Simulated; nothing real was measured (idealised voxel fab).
Presented below is a process module, voxel capacitor over wiring.
The cross-section on display is named cut; it measures 150 nm wide, and its cells are 5 nm squares.
Throughout this document, each cross-section is represented as a grid of square cells and is presented as a sequence of bands enumerated from the top downward, where a band comprises one or more rows of cells.
In this notation a band is specified by the heights of its top and bottom, in that order and in nm, after which its materials appear from left to right, each paired with its width in nm. The word "everywhere" attached to a single material means that material fills the band from edge to edge; the word "empty" stands for empty space.
Heights are reckoned from 0. Under this level, the received wafer is all of one material. The bottommost band is open-ended downward, for example "0..down".
Width "30..40": first value at the band's top row of cells, second value at its bottom row, equal change from row to row.
Step note "no change occurred" = no cross-section cell changed.
Each empty space that has no open way to the top and spans at least 8 cells appears under "Entrapped voids" as width x height at distance, the distance counted from the left edge, all in nm.
What comes after the settings on a step's line is commentary from the simulator itself on that step.
"overlay nm" denotes, for a step that has a mask, the displacement of the mask to the right of its planned place, with negative values corresponding to the left.
# So here's the lineup of process steps we planned
- 1: RECEIVE (material Si)
- 2: CONFORMAL_DEP (material SiO2; thk nm 15)
- 3: CONFORMAL_DEP (material SiN; thk nm 5)
- 4: DIRECTIONAL_DEP (material lowk; thk nm 20)
- 5: PATTERN (tone open; mask id METAL_1; material resist; width nm 25; pitch nm 90; thk nm 20; overlay nm 0)
- 6: DIRECTIONAL_ETCH (etch materials lowk; depth nm 20)
- 7: DIRECTIONAL_ETCH (etch materials SiN; depth nm 5)
- 8: STRIP (etch materials resist)
- 9: CONFORMAL_DEP (material TiN; thk nm 5)
- 10: FILL_DEP (material W; thk nm 5)
- 11: CMP (height nm 40)
- 12: CONFORMAL_DEP (material SiCN; thk nm 5)
- 13: DIRECTIONAL_DEP (material lowk; thk nm 20)
- 14: DIRECTIONAL_DEP (material aC; thk nm 15)
- 15: PATTERN (tone open; mask id PLUG_1; material resist; width nm 15; thk nm 35; overlay nm 0)
- 16: DIRECTIONAL_ETCH (etch materials aC; depth nm 15)
- 17: STRIP (etch materials resist)
- 18: DIRECTIONAL_ETCH (etch materials lowk; depth nm 20)
- 19: DIRECTIONAL_ETCH (etch materials SiCN; depth nm 5)
- 20: STRIP (etch materials aC)
- 21: EPI (material Ru; thk nm 10)
- 22: EPI (material Ru; thk nm 10)
- 23: EPI (material Ru; thk nm 5)
- 24: DIRECTIONAL_DEP (material TiN; thk nm 10)
- 25: DIRECTIONAL_DEP (material Al2O3; thk nm 5)
- 26: DIRECTIONAL_DEP (material TiN; thk nm 5)
- 27: PATTERN (tone cover; mask id UPPER_PLATE; material resist; width nm 70; thk nm 20; overlay nm 0)
- 28: DIRECTIONAL_ETCH (etch materials TiN; depth nm 5)
- 29: DIRECTIONAL_ETCH (etch materials Al2O3; depth nm 5)
- 30: STRIP (etch materials resist)
- 31: DIRECTIONAL_DEP (material aC; thk nm 10)
- 32: PATTERN (tone cover; mask id LOWER_PLATE; material resist; width nm 80; thk nm 25; overlay nm 0)
- 33: DIRECTIONAL_ETCH (etch materials aC; depth nm 10)
- 34: STRIP (etch materials resist)
- 35: DIRECTIONAL_ETCH (etch materials TiN; depth nm 10)
- 36: STRIP (etch materials aC)
- 37: FILL_DEP (material SiO2; thk nm 20)
- 38: CMP (height nm 100)
- 39: DIRECTIONAL_DEP (material aC; thk nm 15)
- 40: PATTERN (tone open; mask id PLUG_2; material resist; width nm 15; thk nm 30; overlay nm 0)
- 41: DIRECTIONAL_ETCH (etch materials aC; depth nm 15)
- 42: STRIP (etch materials resist)
- 43: DIRECTIONAL_ETCH (etch materials SiO2; depth nm 15)
- 44: STRIP (etch materials aC)
- 45: CONFORMAL_DEP (material TiN; thk nm 5)
- 46: FILL_DEP (material Cu; thk nm 10)
- 47: CMP (height nm 100)
- 48: CONFORMAL_DEP (material SiCN; thk nm 5)
# as received, after step 1
- 0..down | Si everywhere
- Entrapped voids: none
# Run as planned - first of the two wafers cross-sectioned at the end of the module
- 105..100 | SiCN everywhere
- 100..90 | 35 nm SiO2  5 nm TiN  5 nm Cu  5 nm TiN  100 nm SiO2
- 90..80 | 35..25 nm SiO2  15..70 nm TiN  100..55 nm SiO2
- 80..75 | 25 nm SiO2  70 nm Al2O3  55 nm SiO2
- 75..65 | 20 nm SiO2  80 nm TiN  50 nm SiO2
- 65..45 | 25 nm lowk  15 nm Ru  110 nm lowk
- 45..40 | 25 nm SiCN  15 nm Ru  110 nm SiCN
- 40..20 | 15 nm lowk  5 nm TiN  15 nm W  5 nm TiN  65 nm lowk  5 nm TiN  15 nm W  5 nm TiN  20 nm lowk
- 20..15 | 15 nm SiN  25 nm TiN  65 nm SiN  25 nm TiN  20 nm SiN
- 15..0 | SiO2 everywhere
- 0..down | Si everywhere
- Entrapped voids: none
# Presented here is a cross-section of the second of the two wafers as it stood at the end of the module. It was started in the same manner and assigned the same plan as the first wafer; however, one mistake was made in its execution
- 105..100 | SiCN everywhere
- 100..90 | 35 nm SiO2  5 nm TiN  5 nm Cu  5 nm TiN  100 nm SiO2
- 90..80 | 35..40 nm SiO2  15..55 nm TiN  100..55 nm SiO2
- 80..75 | 40 nm SiO2  55 nm Al2O3  55 nm SiO2
- 75..70 | 20 nm SiO2  80 nm TiN  50 nm SiO2
- 70..65 | 20 nm SiO2  5 nm TiN  15 nm Al2O3  60 nm TiN  50 nm SiO2
- 65..55 | 25 nm lowk  15 nm TiN  110 nm lowk
- 55..45 | 25 nm lowk  15 nm Ru  110 nm lowk
- 45..40 | 25 nm SiCN  15 nm Ru  110 nm SiCN
- 40..20 | 15 nm lowk  5 nm TiN  15 nm W  5 nm TiN  65 nm lowk  5 nm TiN  15 nm W  5 nm TiN  20 nm lowk
- 20..15 | 15 nm SiN  25 nm TiN  65 nm SiN  25 nm TiN  20 nm SiN
- 15..0 | SiO2 everywhere
- 0..down | Si everywhere
- Entrapped voids: none
Misprocessing identified: a step was left out from among the identical steps 21 and 22, and there is no telling which
In the final state, the cell counts of the second wafer exceed or fall short of those of the first for the following materials: 6 fewer of Ru | 6 more of SiO2
